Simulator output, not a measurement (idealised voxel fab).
voxel ribs on slabs: a process module
In the cross-section labelled cut, the width is 285 nm and each square cell is 5 nm.
Cross-section format: a grid of square cells, given as bands from top to bottom; each band is one or more rows of cells. Within each band entry, the heights of the top and of the bottom of the band appear first, in that order and in nm; the materials of the band then follow from left to right, each with its corresponding width in nm. The designation "full width" on a single material indicates that it fills the band from edge to edge; the designation "empty" indicates empty space. Height 0 is the level under which the wafer as received is all one material. The lowest band goes on downwards, as in "from 0 down". Quick explanation for "30->40": the width changes in equal steps down the rows of cells, from the first number in the band's top row to the second number in its bottom row. "no change occurred" for a step: no cell of the cross-section changed in that step. Empty spaces without an open route to the top, at least 8 cells in extent, make up the entry "Trapped cavities"; each is given as width x height at distance, where the distance is measured from the left edge, and all are in nm. What comes after the settings on a step's line is commentary from the simulator itself on that step. "overlay nm" on a masked step: distance the mask lay right of its planned place, negative for left.

### Below is the list of planned process steps
step 1: RECEIVE [material Si]
step 2: DIRECTIONAL_DEP [material SiO2] [thk nm 20]
step 3: DIRECTIONAL_DEP [material SiN] [thk nm 20]
step 4: MASKED_ETCH [tone cover] [mask id RIB] [width nm 20] [etch materials SiN] [depth nm 10] [overlay nm 0]
step 5: PATTERN [tone cover] [mask id SLAB] [material resist] [width nm 60] [thk nm 20] [overlay nm 0]
step 6: DIRECTIONAL_ETCH [etch materials SiN] [depth nm 10]
step 7: STRIP [etch materials resist]
step 8: FILL_DEP [material SiO2] [thk nm 20]
step 9: CMP [height nm 55]
step 10: DIRECTIONAL_DEP [material W] [thk nm 10]
step 11: MASKED_ETCH [tone cover] [mask id HEATER] [width nm 30] [etch materials W] [depth nm 10] [overlay nm 0]
step 12: CONFORMAL_DEP [material SiO2] [thk nm 10]

### First of two wafers - as planned

### Shown in cross-section is the wafer as received, that is, as it stands after step 1
from 0 down: Si full width
Trapped cavities: none

### after step 2
from 20 to 0: SiO2 full width
Whatever lies below 0 is exactly as it was before.

### after step 3
from 40 to 20: SiN full width
Whatever lies below 20 is exactly as it was before.

### after step 4
from 40 to 30: 130 nm empty  20 nm SiN  135 nm empty
Whatever lies below 30 is exactly as it was before.

### after step 5
from 60 to 40: 110 nm empty  60 nm resist  115 nm empty
from 40 to 30: 110 nm empty  20 nm resist  20 nm SiN  20 nm resist  115 nm empty
Whatever lies below 30 is exactly as it was before.

### after step 6
from 60 to 40: 110 nm empty  60 nm resist  115 nm empty
from 40 to 30: 110 nm empty  20 nm resist  20 nm SiN  20 nm resist  115 nm empty
from 30 to 20: 110 nm empty  60 nm SiN  115 nm empty
Whatever lies below 20 is exactly as it was before.

### after step 7
from 40 to 30: 130 nm empty  20 nm SiN  135 nm empty
Whatever lies below 30 is exactly as it was before.

### after step 8
from 60 to 40: SiO2 full width
from 40 to 30: 130 nm SiO2  20 nm SiN  135 nm SiO2
from 30 to 20: 110 nm SiO2  60 nm SiN  115 nm SiO2
Whatever lies below 20 is exactly as it was before.

### after step 9
from 55 to 40: SiO2 full width
Whatever lies below 40 is exactly as it was before.

### after step 10
from 65 to 55: W full width
Whatever lies below 55 is exactly as it was before.

### after step 11
from 65 to 55: 125 nm empty  30 nm W  130 nm empty
Whatever lies below 55 is exactly as it was before.

### after step 12
from 75 to 65: 115 nm empty  50 nm SiO2  120 nm empty
from 65 to 55: 125 nm SiO2  30 nm W  130 nm SiO2
Whatever lies below 55 is exactly as it was before.

### Now the other wafer: same start, same recipe, but we messed up one thing when running it. Up to and including step 10 it's the same as the first one

### At the planned end of step 11, the second wafer in cross-section
from 65 to 55: 120 nm empty  30 nm W  135 nm empty
Whatever lies below 55 is exactly as it was before.

### At the planned end of step 12, the second wafer in cross-section
from 75 to 65: 110 nm empty  50 nm SiO2  125 nm empty
from 65 to 55: 120 nm SiO2  30 nm W  135 nm SiO2
Whatever lies below 55 is exactly as it was before.
Where did the run depart from the plan? in deviation from the planned setting, step 11 was conducted as MASKED_ETCH [tone cover] [mask id HEATER] [width nm 30] [etch materials W] [depth nm 10] [overlay nm -5]
Tallied in cells, the final second wafer holds each material in the same quantity as the first, although not at the same places.
